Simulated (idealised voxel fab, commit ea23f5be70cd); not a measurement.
Presented below is a process module, voxel air gaps.
The cross-section on display is named cut; it measures 260 nm wide, and its cells are 5 nm squares.
Cross-section = grid of square cells, listed top down in bands; band = one or more rows.
First you get the band's top height and its bottom height, in nm, and then the materials it's made of, left to right, with each width in nm. If you see a single material with "throughout", that one covers the band edge to edge. "empty" is empty space.
The reference from which all heights are counted is 0, the level beneath which the as-received wafer is entirely one material; the lowest band, having no lower bound, proceeds downward and is written after the example "0 and below".
The two numbers in a width such as "30 to 40" mark its ends across the band: the first belongs to the top row of cells, the second to the bottom row, and from each row to the next the width moves by the same amount.
Where a step carries "no alterations made", the cross-section came out of it unchanged, cell for cell.
The entry titled "Voids, sealed" provides the empty spaces that have no open way to the top, restricted to those of 8 cells or more. Each is presented as width x height at distance, the distance being measured from the left edge, with all three in nm.
On a step's line, text after the settings is the simulator commenting on that step.
"overlay nm" denotes, for a step that has a mask, the displacement of the mask to the right of its planned place, with negative values corresponding to the left.
This section lists the process steps that were planned
1) RECEIVE [material Si]
2) CONFORMAL_DEP [material SiO2] [thk nm 10]
3) CONFORMAL_DEP [material SiCN] [thk nm 5]
4) DIRECTIONAL_DEP [material SiO2] [thk nm 35]
5) DIRECTIONAL_DEP [material aC] [thk nm 15]
6) PATTERN [tone open] [mask id LINES] [material resist] [width nm 25] [pitch nm 50] [thk nm 35] [overlay nm 0]
7) DIRECTIONAL_ETCH [etch materials aC] [depth nm 15]
8) STRIP [etch materials resist]
9) DIRECTIONAL_ETCH [etch materials SiO2] [depth nm 35]
10) STRIP [etch materials aC]
11) CONFORMAL_DEP [material TiN] [thk nm 5]
12) FILL_DEP [material W] [thk nm 10]
13) CMP [height nm 50]
14) EPI [material Ru] [thk nm 10]
15) SELECTIVE_ETCH [etch materials SiO2] [depth nm 45]
16) CONFORMAL_DEP [material SiCN] [thk nm 5]
Of two wafers, the first: run according to plan
Cross-section of the wafer at receipt, which is the condition after step 1
0 and below | Si throughout
Voids, sealed: none
Cross-section through the wafer, step 2 finished
10 down to 0 | SiO2 throughout
Below a height of 0, the structure has not been altered.
Cross-section through the wafer, step 3 finished
15 down to 10 | SiCN throughout
Below a height of 10, the structure has not been altered.
Cross-section through the wafer, step 4 finished
50 down to 15 | SiO2 throughout
Below a height of 15, the structure has not been altered.
Cross-section through the wafer, step 5 finished
65 down to 50 | aC throughout
Below a height of 50, the structure has not been altered.
Cross-section through the wafer, step 6 finished
100 down to 65 | resist 40 nm; empty 25 nm; resist 25 nm; empty 25 nm; resist 25 nm; empty 25 nm; resist 25 nm; empty 25 nm; resist 45 nm
Below a height of 65, the structure has not been altered.
Cross-section through the wafer, step 7 finished
85 down to 65 | resist 40 nm; empty 25 nm; resist 25 nm; empty 25 nm; resist 25 nm; empty 25 nm; resist 25 nm; empty 25 nm; resist 45 nm
65 down to 50 | aC 40 nm; empty 25 nm; aC 25 nm; empty 25 nm; aC 25 nm; empty 25 nm; aC 25 nm; empty 25 nm; aC 45 nm
Below a height of 50, the structure has not been altered.
Cross-section through the wafer, step 8 finished
65 down to 50 | aC 40 nm; empty 25 nm; aC 25 nm; empty 25 nm; aC 25 nm; empty 25 nm; aC 25 nm; empty 25 nm; aC 45 nm
Below a height of 50, the structure has not been altered.
Cross-section through the wafer, step 9 finished
65 down to 50 | aC 40 nm; empty 25 nm; aC 25 nm; empty 25 nm; aC 25 nm; empty 25 nm; aC 25 nm; empty 25 nm; aC 45 nm
50 down to 15 | SiO2 40 nm; empty 25 nm; SiO2 25 nm; empty 25 nm; SiO2 25 nm; empty 25 nm; SiO2 25 nm; empty 25 nm; SiO2 45 nm
Below a height of 15, the structure has not been altered.
Cross-section through the wafer, step 10 finished
50 down to 15 | SiO2 40 nm; empty 25 nm; SiO2 25 nm; empty 25 nm; SiO2 25 nm; empty 25 nm; SiO2 25 nm; empty 25 nm; SiO2 45 nm
Below a height of 15, the structure has not been altered.
Cross-section through the wafer, step 11 finished
55 down to 50 | TiN 45 nm; empty 15 nm; TiN 35 nm; empty 15 nm; TiN 35 nm; empty 15 nm; TiN 35 nm; empty 15 nm; TiN 50 nm
50 down to 20 | SiO2 40 nm; TiN 5 nm; empty 15 nm; TiN 5 nm; SiO2 25 nm; TiN 5 nm; empty 15 nm; TiN 5 nm; SiO2 25 nm; TiN 5 nm; empty 15 nm; TiN 5 nm; SiO2 25 nm; TiN 5 nm; empty 15 nm; TiN 5 nm; SiO2 45 nm
20 down to 15 | SiO2 40 nm; TiN 25 nm; SiO2 25 nm; TiN 25 nm; SiO2 25 nm; TiN 25 nm; SiO2 25 nm; TiN 25 nm; SiO2 45 nm
Below a height of 15, the structure has not been altered.
Cross-section through the wafer, step 12 finished
65 down to 55 | W throughout
55 down to 50 | TiN 45 nm; W 15 nm; TiN 35 nm; W 15 nm; TiN 35 nm; W 15 nm; TiN 35 nm; W 15 nm; TiN 50 nm
50 down to 20 | SiO2 40 nm; TiN 5 nm; W 15 nm; TiN 5 nm; SiO2 25 nm; TiN 5 nm; W 15 nm; TiN 5 nm; SiO2 25 nm; TiN 5 nm; W 15 nm; TiN 5 nm; SiO2 25 nm; TiN 5 nm; W 15 nm; TiN 5 nm; SiO2 45 nm
Below a height of 20, the structure has not been altered.
Cross-section through the wafer, step 13 finished
50 down to 20 | SiO2 40 nm; TiN 5 nm; W 15 nm; TiN 5 nm; SiO2 25 nm; TiN 5 nm; W 15 nm; TiN 5 nm; SiO2 25 nm; TiN 5 nm; W 15 nm; TiN 5 nm; SiO2 25 nm; TiN 5 nm; W 15 nm; TiN 5 nm; SiO2 45 nm
Below a height of 20, the structure has not been altered.
Cross-section through the wafer, step 14 finished
60 down to 50 | empty 30 nm; Ru 45 nm; empty 5 nm; Ru 45 nm; empty 5 nm; Ru 45 nm; empty 5 nm; Ru 45 nm; empty 35 nm
Below a height of 50, the structure has not been altered.
Cross-section through the wafer, step 15 finished
60 down to 50 | empty 30 nm; Ru 45 nm; empty 5 nm; Ru 45 nm; empty 5 nm; Ru 45 nm; empty 5 nm; Ru 45 nm; empty 35 nm
50 down to 20 | empty 40 nm; TiN 5 nm; W 15 nm; TiN 5 nm; empty 25 nm; TiN 5 nm; W 15 nm; TiN 5 nm; empty 25 nm; TiN 5 nm; W 15 nm; TiN 5 nm; empty 25 nm; TiN 5 nm; W 15 nm; TiN 5 nm; empty 45 nm
20 down to 15 | empty 40 nm; TiN 25 nm; empty 25 nm; TiN 25 nm; empty 25 nm; TiN 25 nm; empty 25 nm; TiN 25 nm; empty 45 nm
Below a height of 15, the structure has not been altered.
Cross-section through the wafer, step 16 finished
65 down to 60 | empty 25 nm; SiCN 205 nm; empty 30 nm
60 down to 50 | empty 25 nm; SiCN 5 nm; Ru 45 nm; SiCN 5 nm; Ru 45 nm; SiCN 5 nm; Ru 45 nm; SiCN 5 nm; Ru 45 nm; SiCN 5 nm; empty 30 nm
50 down to 45 | empty 25 nm; SiCN 15 nm; TiN 5 nm; W 15 nm; TiN 5 nm; SiCN 25 nm; TiN 5 nm; W 15 nm; TiN 5 nm; SiCN 25 nm; TiN 5 nm; W 15 nm; TiN 5 nm; SiCN 25 nm; TiN 5 nm; W 15 nm; TiN 5 nm; SiCN 15 nm; empty 30 nm
45 down to 20 | empty 35 nm; SiCN 5 nm; TiN 5 nm; W 15 nm; TiN 5 nm; SiCN 5 nm; empty 15 nm; SiCN 5 nm; TiN 5 nm; W 15 nm; TiN 5 nm; SiCN 5 nm; empty 15 nm; SiCN 5 nm; TiN 5 nm; W 15 nm; TiN 5 nm; SiCN 5 nm; empty 15 nm; SiCN 5 nm; TiN 5 nm; W 15 nm; TiN 5 nm; SiCN 5 nm; empty 40 nm
20 down to 15 | SiCN 40 nm; TiN 25 nm; SiCN 25 nm; TiN 25 nm; SiCN 25 nm; TiN 25 nm; SiCN 25 nm; TiN 25 nm; SiCN 45 nm
Below a height of 15, the structure has not been altered.
Voids, sealed: 15 x 25 at 70; 15 x 25 at 120; 15 x 25 at 170
Wafer two. Same start, same plan, one slip in execution. Same as wafer one through step 1, inclusive
The second wafer cut through, at the time step 2 was supposed to be finished: no alterations made
The second wafer cut through, at the time step 3 was supposed to be finished
5 down to 0 | SiCN throughout
Below a height of 0, the structure has not been altered.
The second wafer cut through, at the time step 4 was supposed to be finished
40 down to 5 | SiO2 throughout
Below a height of 5, the structure has not been altered.
The second wafer cut through, at the time step 5 was supposed to be finished
55 down to 40 | aC throughout
Below a height of 40, the structure has not been altered.
The second wafer cut through, at the time step 6 was supposed to be finished
90 down to 55 | resist 40 nm; empty 25 nm; resist 25 nm; empty 25 nm; resist 25 nm; empty 25 nm; resist 25 nm; empty 25 nm; resist 45 nm
Below a height of 55, the structure has not been altered.
The second wafer cut through, at the time step 7 was supposed to be finished
75 down to 55 | resist 40 nm; empty 25 nm; resist 25 nm; empty 25 nm; resist 25 nm; empty 25 nm; resist 25 nm; empty 25 nm; resist 45 nm
55 down to 40 | aC 40 nm; empty 25 nm; aC 25 nm; empty 25 nm; aC 25 nm; empty 25 nm; aC 25 nm; empty 25 nm; aC 45 nm
Below a height of 40, the structure has not been altered.
The second wafer cut through, at the time step 8 was supposed to be finished
55 down to 40 | aC 40 nm; empty 25 nm; aC 25 nm; empty 25 nm; aC 25 nm; empty 25 nm; aC 25 nm; empty 25 nm; aC 45 nm
Below a height of 40, the structure has not been altered.
The second wafer cut through, at the time step 9 was supposed to be finished
55 down to 40 | aC 40 nm; empty 25 nm; aC 25 nm; empty 25 nm; aC 25 nm; empty 25 nm; aC 25 nm; empty 25 nm; aC 45 nm
40 down to 5 | SiO2 40 nm; empty 25 nm; SiO2 25 nm; empty 25 nm; SiO2 25 nm; empty 25 nm; SiO2 25 nm; empty 25 nm; SiO2 45 nm
Below a height of 5, the structure has not been altered.
The second wafer cut through, at the time step 10 was supposed to be finished
40 down to 5 | SiO2 40 nm; empty 25 nm; SiO2 25 nm; empty 25 nm; SiO2 25 nm; empty 25 nm; SiO2 25 nm; empty 25 nm; SiO2 45 nm
Below a height of 5, the structure has not been altered.
The second wafer cut through, at the time step 11 was supposed to be finished
45 down to 40 | TiN 45 nm; empty 15 nm; TiN 35 nm; empty 15 nm; TiN 35 nm; empty 15 nm; TiN 35 nm; empty 15 nm; TiN 50 nm
40 down to 10 | SiO2 40 nm; TiN 5 nm; empty 15 nm; TiN 5 nm; SiO2 25 nm; TiN 5 nm; empty 15 nm; TiN 5 nm; SiO2 25 nm; TiN 5 nm; empty 15 nm; TiN 5 nm; SiO2 25 nm; TiN 5 nm; empty 15 nm; TiN 5 nm; SiO2 45 nm
10 down to 5 | SiO2 40 nm; TiN 25 nm; SiO2 25 nm; TiN 25 nm; SiO2 25 nm; TiN 25 nm; SiO2 25 nm; TiN 25 nm; SiO2 45 nm
Below a height of 5, the structure has not been altered.
The second wafer cut through, at the time step 12 was supposed to be finished
55 down to 45 | W throughout
45 down to 40 | TiN 45 nm; W 15 nm; TiN 35 nm; W 15 nm; TiN 35 nm; W 15 nm; TiN 35 nm; W 15 nm; TiN 50 nm
40 down to 10 | SiO2 40 nm; TiN 5 nm; W 15 nm; TiN 5 nm; SiO2 25 nm; TiN 5 nm; W 15 nm; TiN 5 nm; SiO2 25 nm; TiN 5 nm; W 15 nm; TiN 5 nm; SiO2 25 nm; TiN 5 nm; W 15 nm; TiN 5 nm; SiO2 45 nm
Below a height of 10, the structure has not been altered.
The second wafer cut through, at the time step 13 was supposed to be finished
50 down to 45 | W throughout
Below a height of 45, the structure has not been altered.
The second wafer cut through, at the time step 14 was supposed to be finished
60 down to 50 | Ru throughout
Below a height of 50, the structure has not been altered.
The second wafer cut through, at the time step 15 was supposed to be finished: no alterations made
The second wafer cut through, at the time step 16 was supposed to be finished
65 down to 60 | SiCN throughout
Below a height of 60, the structure has not been altered.
Error vs. plan: step 2 was dropped from the plan's execution and never run
Final wafer comparison in cells, second versus first, more or fewer per material: Ru +32 | SiCN -92 | SiO2 +120 | TiN +40 | W +64
On completion, 0 closed voids are found in the second wafer, whereas the first wafer has 3.
